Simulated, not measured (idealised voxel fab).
Documented hereafter: the process module known as voxel spacer lines.
Cross-section cut spans 275 nm and uses square cells 5 nm in size.
For the purposes of this document, a cross-section shall be understood as a grid of square cells, specified as bands listed in top-to-bottom order, each band consisting of one or more rows of cells.
First you get the band's top height and its bottom height, in nm, and then the materials it's made of, left to right, with each width in nm. If you see a single material with "everywhere", that one covers the band edge to edge. "air" is empty space.
Height is counted from the level 0, under which the received wafer is composed throughout of one material. The lowest of the bands is not closed at the bottom but continues downward, in the notation "0 and below".
When a width is written as two numbers, as in "30..40", the first number is the width in the top row of cells of the band and the second is the width in its bottom row, and the width changes by the same amount from each row to the next.
When a step is marked "nothing got changed", none of the cells in the cross-section changed during that step.
"Sealed voids" means: voids of 8 cells or more that are shut off from the top with no open way through. Written width x height at distance, distance from the left edge, in nm.
On a step's line, text after the settings is the simulator commenting on that step.
You can add "overlay nm" to a step's line. For a step with a mask, it describes how far the mask lay to the right of its planned position, and a negative number describes a lay to the left.
Intended process steps:
1 RECEIVE [material Si]
2 CONFORMAL_DEP [material SiO2] [thk nm 5]
3 DIRECTIONAL_DEP [material TiN] [thk nm 20]
4 DIRECTIONAL_DEP [material polySi] [thk nm 30]
5 PATTERN [tone cover] [mask id MANDREL] [material resist] [width nm 15] [pitch nm 60] [thk nm 40] [overlay nm 0]
6 DIRECTIONAL_ETCH [etch materials polySi] [depth nm 30]
7 STRIP [etch materials resist]
8 CONFORMAL_DEP [material SiN] [thk nm 15]
9 DIRECTIONAL_ETCH [etch materials SiN] [depth nm 15]
10 STRIP [etch materials polySi]
11 DIRECTIONAL_ETCH [etch materials TiN] [depth nm 20]
12 STRIP [etch materials SiN]
First of two wafers: run as planned:
Here's what the wafer looked like in cross-section when it arrived - that's after step 1:
> 0 and below | Si everywhere
> Sealed voids: none
Wafer after step 2 (cross-section):
> 5 down to 0 | SiO2 everywhere
> Whatever lies below 0 is exactly as it was before.
Wafer after step 3 (cross-section):
> 25 down to 5 | TiN everywhere
> Whatever lies below 5 is exactly as it was before.
Wafer after step 4 (cross-section):
> 55 down to 25 | polySi everywhere
> Whatever lies below 25 is exactly as it was before.
Wafer after step 5 (cross-section):
> 95 down to 55 | air: 70 / resist: 15 / air: 45 / resist: 15 / air: 45 / resist: 15 / air: 70
> Whatever lies below 55 is exactly as it was before.
Wafer after step 6 (cross-section):
> 95 down to 55 | air: 70 / resist: 15 / air: 45 / resist: 15 / air: 45 / resist: 15 / air: 70
> 55 down to 25 | air: 70 / polySi: 15 / air: 45 / polySi: 15 / air: 45 / polySi: 15 / air: 70
> Whatever lies below 25 is exactly as it was before.
Wafer after step 7 (cross-section):
> 55 down to 25 | air: 70 / polySi: 15 / air: 45 / polySi: 15 / air: 45 / polySi: 15 / air: 70
> Whatever lies below 25 is exactly as it was before.
Wafer after step 8 (cross-section):
> 70 down to 55 | air: 55 / SiN: 45 / air: 15 / SiN: 45 / air: 15 / SiN: 45 / air: 55
> 55 down to 40 | air: 55 / SiN: 15 / polySi: 15 / SiN: 15 / air: 15 / SiN: 15 / polySi: 15 / SiN: 15 / air: 15 / SiN: 15 / polySi: 15 / SiN: 15 / air: 55
> 40 down to 25 | SiN: 70 / polySi: 15 / SiN: 45 / polySi: 15 / SiN: 45 / polySi: 15 / SiN: 70
> Whatever lies below 25 is exactly as it was before.
Wafer after step 9 (cross-section):
> 55 down to 25 | air: 55 / SiN: 15 / polySi: 15 / SiN: 15 / air: 15 / SiN: 15 / polySi: 15 / SiN: 15 / air: 15 / SiN: 15 / polySi: 15 / SiN: 15 / air: 55
> Whatever lies below 25 is exactly as it was before.
Wafer after step 10 (cross-section):
> 55 down to 25 | air: 55 / SiN: 15 / air: 15 / SiN: 15 / air: 15 / SiN: 15 / air: 15 / SiN: 15 / air: 15 / SiN: 15 / air: 15 / SiN: 15 / air: 55
> Whatever lies below 25 is exactly as it was before.
Wafer after step 11 (cross-section):
> 55 down to 25 | air: 55 / SiN: 15 / air: 15 / SiN: 15 / air: 15 / SiN: 15 / air: 15 / SiN: 15 / air: 15 / SiN: 15 / air: 15 / SiN: 15 / air: 55
> 25 down to 5 | air: 55 / TiN: 15 / air: 15 / TiN: 15 / air: 15 / TiN: 15 / air: 15 / TiN: 15 / air: 15 / TiN: 15 / air: 15 / TiN: 15 / air: 55
> Whatever lies below 5 is exactly as it was before.
Wafer after step 12 (cross-section):
> 25 down to 5 | air: 55 / TiN: 15 / air: 15 / TiN: 15 / air: 15 / TiN: 15 / air: 15 / TiN: 15 / air: 15 / TiN: 15 / air: 15 / TiN: 15 / air: 55
> Whatever lies below 5 is exactly as it was before.
Wafer two of the pair: same origin, same plan, one error during the run; identical to wafer one up to and including step 4:
Second wafer at the planned finish of step 5, seen in cross-section:
> 95 down to 55 | air: 70 / resist: 20 / air: 40 / resist: 20 / air: 40 / resist: 20 / air: 65
> Whatever lies below 55 is exactly as it was before.
Second wafer at the planned finish of step 6, seen in cross-section:
> 95 down to 55 | air: 70 / resist: 20 / air: 40 / resist: 20 / air: 40 / resist: 20 / air: 65
> 55 down to 25 | air: 70 / polySi: 20 / air: 40 / polySi: 20 / air: 40 / polySi: 20 / air: 65
> Whatever lies below 25 is exactly as it was before.
Second wafer at the planned finish of step 7, seen in cross-section:
> 55 down to 25 | air: 70 / polySi: 20 / air: 40 / polySi: 20 / air: 40 / polySi: 20 / air: 65
> Whatever lies below 25 is exactly as it was before.
Second wafer at the planned finish of step 8, seen in cross-section:
> 70 down to 55 | air: 55 / SiN: 50 / air: 10 / SiN: 50 / air: 10 / SiN: 50 / air: 50
> 55 down to 40 | air: 55 / SiN: 15 / polySi: 20 / SiN: 15 / air: 10 / SiN: 15 / polySi: 20 / SiN: 15 / air: 10 / SiN: 15 / polySi: 20 / SiN: 15 / air: 50
> 40 down to 25 | SiN: 70 / polySi: 20 / SiN: 40 / polySi: 20 / SiN: 40 / polySi: 20 / SiN: 65
> Whatever lies below 25 is exactly as it was before.
Second wafer at the planned finish of step 9, seen in cross-section:
> 55 down to 25 | air: 55 / SiN: 15 / polySi: 20 / SiN: 15 / air: 10 / SiN: 15 / polySi: 20 / SiN: 15 / air: 10 / SiN: 15 / polySi: 20 / SiN: 15 / air: 50
> Whatever lies below 25 is exactly as it was before.
Second wafer at the planned finish of step 10, seen in cross-section:
> 55 down to 25 | air: 55 / SiN: 15 / air: 20 / SiN: 15 / air: 10 / SiN: 15 / air: 20 / SiN: 15 / air: 10 / SiN: 15 / air: 20 / SiN: 15 / air: 50
> Whatever lies below 25 is exactly as it was before.
Second wafer at the planned finish of step 11, seen in cross-section:
> 55 down to 25 | air: 55 / SiN: 15 / air: 20 / SiN: 15 / air: 10 / SiN: 15 / air: 20 / SiN: 15 / air: 10 / SiN: 15 / air: 20 / SiN: 15 / air: 50
> 25 down to 5 | air: 55 / TiN: 15 / air: 20 / TiN: 15 / air: 10 / TiN: 15 / air: 20 / TiN: 15 / air: 10 / TiN: 15 / air: 20 / TiN: 15 / air: 50
> Whatever lies below 5 is exactly as it was before.
Second wafer at the planned finish of step 12, seen in cross-section:
> 25 down to 5 | air: 55 / TiN: 15 / air: 20 / TiN: 15 / air: 10 / TiN: 15 / air: 20 / TiN: 15 / air: 10 / TiN: 15 / air: 20 / TiN: 15 / air: 50
> Whatever lies below 5 is exactly as it was before.
The mistake made against the process plan was this: step 5 was not run as planned; what actually ran was PATTERN [tone cover] [mask id MANDREL] [material resist] [width nm 20] [pitch nm 60] [thk nm 40] [overlay nm 0]
Comparing end states, the material composition by cell count is preserved from the first wafer to the second, while the locations of the cells are not.
